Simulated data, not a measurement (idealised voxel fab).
The document below concerns the process module designated voxel transistor to metal.
Xsec cut, 285 nm wide, square cell size 5 nm.
If you're reading a cross-section in this doc, picture square cells in a grid; it comes to you as bands, top ones listed first down to the bottom, and a band can be one or more rows of cells.
Quick guide to a band line: top height, bottom height (nm) up front; then every material left to right with its width in nm. Only one material and it's marked "everywhere"? Then it fills the band edge to edge. And "blank" just means empty space.
Note: height 0 marks the level under which the wafer is uniformly one material as received. Lowest band unbounded below, written "top 0, no bottom".
Width spec "30..40" -> top row of cells at first value, bottom row at second value, equal per-row change in between.
Any step labelled "remains unaltered" changed none of the cells in the cross-section.
Empty spaces without an open route to the top, at least 8 cells in extent, make up the entry "Sealed void listing"; each is given as width x height at distance, where the distance is measured from the left edge, and all are in nm.
If you see something after the settings on a step's line, that's the simulator's own remark about that step.
"overlay nm" answers the question of how far to the right of plan the mask lay on a step that has a mask, and when it is negative the answer is to the left.
Steps in the process plan
1: RECEIVE (material Si)
2: CONFORMAL_DEP (material SiO2; thk nm 5)
3: CONFORMAL_DEP (material SiN; thk nm 10)
4: PATTERN (tone cover; mask id ACTIVE; material resist; width nm 110; pitch nm 135; thk nm 20; overlay nm 0)
5: DIRECTIONAL_ETCH (etch materials SiN; depth nm 10)
6: DIRECTIONAL_ETCH (etch materials SiO2; depth nm 5)
7: DIRECTIONAL_ETCH (etch materials Si; depth nm 25)
8: STRIP (etch materials resist)
9: FILL_DEP (material SiO2; thk nm 5)
10: CMP (height nm 15)
11: SELECTIVE_ETCH (etch materials SiO2; depth nm 5)
12: STRIP (etch materials SiN)
13: SELECTIVE_ETCH (etch materials SiO2; depth nm 5)
14: OXIDIZE (depth nm 5)
15: DIRECTIONAL_DEP (material polySi; thk nm 30)
16: DIRECTIONAL_DEP (material SiCN; thk nm 10)
17: MASKED_ETCH (tone cover; mask id GATE; width nm 20; pitch nm 135; etch materials SiCN; depth nm 20; overlay nm 0)
18: MASKED_ETCH (tone cover; mask id GATE; width nm 20; pitch nm 135; etch materials polySi; depth nm 40; overlay nm 0)
19: CONFORMAL_DEP (material SiO2; thk nm 5)
20: DIRECTIONAL_ETCH (etch materials SiO2; depth nm 5)
21: CONFORMAL_DEP (material SiN; thk nm 10)
22: DIRECTIONAL_ETCH (etch materials SiN; depth nm 10)
23: DIRECTIONAL_ETCH (etch materials SiO2; depth nm 5)
24: EPI (material SiGe; thk nm 5)
25: FILL_DEP (material SiO2; thk nm 5)
26: CMP (height nm 40)
27: DIRECTIONAL_DEP (material SiO2; thk nm 15)
28: PATTERN (tone open; mask id CONTACT; material resist; width nm 30; thk nm 20; overlay nm 0)
29: DIRECTIONAL_ETCH (etch materials SiO2; depth nm 55)
30: STRIP (etch materials resist)
31: CONFORMAL_DEP (material TiN; thk nm 5)
32: FILL_DEP (material W; thk nm 5)
33: CMP (height nm 55)
34: DIRECTIONAL_DEP (material TiN; thk nm 5)
35: DIRECTIONAL_DEP (material Ru; thk nm 25)
36: PATTERN (tone cover; mask id METAL_1; material resist; width nm 20; thk nm 15; overlay nm 0)
37: DIRECTIONAL_ETCH (etch materials Ru; depth nm 25)
38: DIRECTIONAL_ETCH (etch materials TiN; depth nm 5)
39: STRIP (etch materials resist)
40: FILL_DEP (material SiO2; thk nm 5)
41: CMP (height nm 85)
42: CONFORMAL_DEP (material SiCN; thk nm 5)
Here's what the wafer looked like in cross-section when it arrived - that's after step 1
> top 0, no bottom: Si everywhere
> Sealed void listing: none
The first of the two wafers as seen in cross-section once the module was finished; processing followed the plan
> top 90, bottom 85: SiCN everywhere
> top 85, bottom 60: 30 of SiO2  20 of Ru  50 of SiO2  20 of Ru  45 of SiO2  20 of Ru  50 of SiO2  20 of Ru  30 of SiO2
> top 60, bottom 55: 30 of SiO2  20 of TiN  50 of SiO2  20 of TiN  45 of SiO2  20 of TiN  50 of SiO2  20 of TiN  30 of SiO2
> top 55, bottom 45: 30 of SiO2  5 of TiN  20 of W  5 of TiN  30 of SiO2  5 of TiN  20 of W  5 of TiN  45 of SiO2  5 of TiN  20 of W  5 of TiN  30 of SiO2  5 of TiN  20 of W  5 of TiN  30 of SiO2
> top 45, bottom 40: 30 of SiO2  5 of TiN  10 of W  15 of TiN  30 of SiO2  15 of TiN  10 of W  5 of TiN  45 of SiO2  5 of TiN  10 of W  15 of TiN  30 of SiO2  15 of TiN  10 of W  5 of TiN  30 of SiO2
> top 40, bottom 30: 30 of SiO2  5 of TiN  10 of W  5 of TiN  10 of SiN  5 of SiO2  20 of SiCN  5 of SiO2  10 of SiN  5 of TiN  10 of W  5 of TiN  45 of SiO2  5 of TiN  10 of W  5 of TiN  10 of SiN  5 of SiO2  20 of SiCN  5 of SiO2  10 of SiN  5 of TiN  10 of W  5 of TiN  30 of SiO2
> top 30, bottom 5: 30 of SiO2  5 of TiN  10 of W  5 of TiN  10 of SiN  5 of SiO2  20 of polySi  5 of SiO2  10 of SiN  5 of TiN  10 of W  5 of TiN  45 of SiO2  5 of TiN  10 of W  5 of TiN  10 of SiN  5 of SiO2  20 of polySi  5 of SiO2  10 of SiN  5 of TiN  10 of W  5 of TiN  30 of SiO2
> top 5, bottom 0: 20 of SiO2  10 of SiN  20 of TiN  10 of SiN  5 of SiO2  20 of polySi  5 of SiO2  10 of SiN  20 of TiN  10 of SiN  25 of SiO2  10 of SiN  20 of TiN  10 of SiN  5 of SiO2  20 of polySi  5 of SiO2  10 of SiN  20 of TiN  10 of SiN  20 of SiO2
> top 0, bottom -5: 30 of SiO2  20 of SiGe  50 of SiO2  20 of SiGe  45 of SiO2  20 of SiGe  50 of SiO2  20 of SiGe  30 of SiO2
> top -5, bottom -25: 20 of SiO2  110 of Si  25 of SiO2  110 of Si  20 of SiO2
> top -25, no bottom: Si everywhere
> Sealed void listing: none
This is the second of the two wafers, cross-sectioned at the end of the module; it started exactly like the first and was given the same plan, but it was run with one mistake
> top 90, bottom 85: SiCN everywhere
> top 85, bottom 60: 30 of Ru  20 of SiO2  50 of Ru  20 of SiO2  45 of Ru  20 of SiO2  50 of Ru  20 of SiO2  30 of Ru
> top 60, bottom 55: 30 of TiN  20 of SiO2  50 of TiN  20 of SiO2  45 of TiN  20 of SiO2  50 of TiN  20 of SiO2  30 of TiN
> top 55, bottom 45: 30 of SiO2  5 of TiN  20 of W  5 of TiN  30 of SiO2  5 of TiN  20 of W  5 of TiN  45 of SiO2  5 of TiN  20 of W  5 of TiN  30 of SiO2  5 of TiN  20 of W  5 of TiN  30 of SiO2
> top 45, bottom 40: 30 of SiO2  5 of TiN  10 of W  15 of TiN  30 of SiO2  15 of TiN  10 of W  5 of TiN  45 of SiO2  5 of TiN  10 of W  15 of TiN  30 of SiO2  15 of TiN  10 of W  5 of TiN  30 of SiO2
> top 40, bottom 30: 30 of SiO2  5 of TiN  10 of W  5 of TiN  10 of SiN  5 of SiO2  20 of SiCN  5 of SiO2  10 of SiN  5 of TiN  10 of W  5 of TiN  45 of SiO2  5 of TiN  10 of W  5 of TiN  10 of SiN  5 of SiO2  20 of SiCN  5 of SiO2  10 of SiN  5 of TiN  10 of W  5 of TiN  30 of SiO2
> top 30, bottom 5: 30 of SiO2  5 of TiN  10 of W  5 of TiN  10 of SiN  5 of SiO2  20 of polySi  5 of SiO2  10 of SiN  5 of TiN  10 of W  5 of TiN  45 of SiO2  5 of TiN  10 of W  5 of TiN  10 of SiN  5 of SiO2  20 of polySi  5 of SiO2  10 of SiN  5 of TiN  10 of W  5 of TiN  30 of SiO2
> top 5, bottom 0: 20 of SiO2  10 of SiN  20 of TiN  10 of SiN  5 of SiO2  20 of polySi  5 of SiO2  10 of SiN  20 of TiN  10 of SiN  25 of SiO2  10 of SiN  20 of TiN  10 of SiN  5 of SiO2  20 of polySi  5 of SiO2  10 of SiN  20 of TiN  10 of SiN  20 of SiO2
> top 0, bottom -5: 30 of SiO2  20 of SiGe  50 of SiO2  20 of SiGe  45 of SiO2  20 of SiGe  50 of SiO2  20 of SiGe  30 of SiO2
> top -5, bottom -25: 20 of SiO2  110 of Si  25 of SiO2  110 of Si  20 of SiO2
> top -25, no bottom: Si everywhere
> Sealed void listing: none
Want to know what went wrong? off-plan run, step 36, actual operation and settings PATTERN (tone open; mask id METAL_1; material resist; width nm 20; thk nm 15; overlay nm 0)
at the end the second wafer has, in cells: Ru +125; SiO2 -150; TiN +25
